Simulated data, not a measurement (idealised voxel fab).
The name of this process module is voxel capacitor over wiring.
Square cell edge 5 nm, section width 240 nm, ID cut.
If you're reading a cross-section in this doc, picture square cells in a grid; it comes to you as bands, top ones listed first down to the bottom, and a band can be one or more rows of cells.
Read a band's entry like this: the first values are the height of its top and the height of its bottom in nm, and what follows is the sequence of materials from left to right, each with its width in nm. Note that "air" is empty space, and that a single material marked "everywhere" reaches across the band from edge to edge.
Heights from 0 (as-received wafer is one material below). Bottom band endless downward, as "from 0 down".
The expression "30..40" gives the width at the extremes of the band, the first number at its top row of cells and the second at its bottom row, with the width changing by equal amounts from each row to the next in between.
Reading "changes: none" for a step: not a cell of the cross-section changed in it.
Voids not open to the top, 8 cells minimum: see "Closed empty spaces". Written width x height at distance; distance is from the left edge; nm.
On each step's line, the part that comes after the settings is the simulator's own comment on the step.
"overlay nm", when on a step's line for a step with a mask, measures how far to the right of its planned place the mask lay; a negative measure means to the left.

Planned step list for the process:
1. op RECEIVE | material Si
2. op CONFORMAL_DEP | material SiO2 | thk nm 10
3. op CONFORMAL_DEP | material SiN | thk nm 5
4. op DIRECTIONAL_DEP | material SiO2 | thk nm 15
5. op PATTERN | tone open | mask id METAL_1 | material resist | width nm 30 | pitch nm 80 | thk nm 15 | overlay nm 0
6. op DIRECTIONAL_ETCH | etch materials SiO2 | depth nm 15
7. op DIRECTIONAL_ETCH | etch materials SiN | depth nm 5
8. op STRIP | etch materials resist
9. op CONFORMAL_DEP | material TiN | thk nm 5
10. op FILL_DEP | material Cu | thk nm 5
11. op CMP | height nm 30
12. op EPI | material Ru | thk nm 5
13. op FILL_DEP | material SiCN | thk nm 5
14. op DIRECTIONAL_DEP | material SiO2 | thk nm 15
15. op DIRECTIONAL_DEP | material aC | thk nm 15
16. op PATTERN | tone open | mask id PLUG_1 | material resist | width nm 15 | thk nm 30 | overlay nm 0
17. op DIRECTIONAL_ETCH | etch materials aC | depth nm 15
18. op STRIP | etch materials resist
19. op DIRECTIONAL_ETCH | etch materials SiO2 | depth nm 15
20. op DIRECTIONAL_ETCH | etch materials SiCN | depth nm 5
21. op STRIP | etch materials aC
22. op CONFORMAL_DEP | material TiN | thk nm 5
23. op FILL_DEP | material W | thk nm 10
24. op CMP | height nm 55
25. op DIRECTIONAL_DEP | material TiN | thk nm 10
26. op DIRECTIONAL_DEP | material Al2O3 | thk nm 5
27. op DIRECTIONAL_DEP | material TiN | thk nm 5
28. op MASKED_ETCH | tone cover | mask id UPPER_PLATE | width nm 55 | etch materials TiN | depth nm 5 | overlay nm 0
29. op MASKED_ETCH | tone cover | mask id UPPER_PLATE | width nm 55 | etch materials Al2O3 | depth nm 5 | overlay nm 0
30. op MASKED_ETCH | tone cover | mask id LOWER_PLATE | width nm 65 | etch materials TiN | depth nm 10 | overlay nm 0
31. op FILL_DEP | material SiO2 | thk nm 20
32. op CMP | height nm 90
33. op DIRECTIONAL_DEP | material aC | thk nm 15
34. op PATTERN | tone open | mask id PLUG_2 | material resist | width nm 15 | thk nm 35 | overlay nm 0
35. op DIRECTIONAL_ETCH | etch materials aC | depth nm 15
36. op STRIP | etch materials resist
37. op DIRECTIONAL_ETCH | etch materials SiO2 | depth nm 15
38. op STRIP | etch materials aC
39. op CONFORMAL_DEP | material TiN | thk nm 5
40. op FILL_DEP | material Ru | thk nm 5
41. op CMP | height nm 90
42. op CONFORMAL_DEP | material SiN | thk nm 5

As received (post step 1): cross-section:
- from 0 down = Si everywhere
- Closed empty spaces: none

Wafer cross-section at end of module: start and plan as shown above, one execution error:
- from 95 to 90 = SiN everywhere
- from 90 to 80 = SiO2 90 nm  TiN 5 nm  Ru 5 nm  TiN 5 nm  SiO2 135 nm
- from 80 to 70 = SiO2 90..80 nm  TiN 15..55 nm  SiO2 135..105 nm
- from 70 to 65 = SiO2 80 nm  Al2O3 55 nm  SiO2 105 nm
- from 65 to 55 = SiO2 75 nm  TiN 65 nm  SiO2 100 nm
- from 55 to 50 = SiCN 80 nm  TiN 15 nm  SiCN 145 nm
- from 50 to 45 = SiCN 60 nm  SiO2 40 nm  SiCN 40 nm  SiO2 40 nm  SiCN 60 nm
- from 45 to 35 = SiO2 everywhere
- from 35 to 30 = SiO2 60 nm  Ru 40 nm  SiO2 40 nm  Ru 40 nm  SiO2 60 nm
- from 30 to 15 = SiO2 65 nm  TiN 5 nm  Cu 20 nm  TiN 5 nm  SiO2 50 nm  TiN 5 nm  Cu 20 nm  TiN 5 nm  SiO2 65 nm
- from 15 to 10 = SiN 65 nm  TiN 30 nm  SiN 50 nm  TiN 30 nm  SiN 65 nm
- from 10 to 0 = SiO2 everywhere
- from 0 down = Si everywhere
- Closed empty spaces: none
Misprocessing identified: sequence error: steps 13 and 14 interchanged
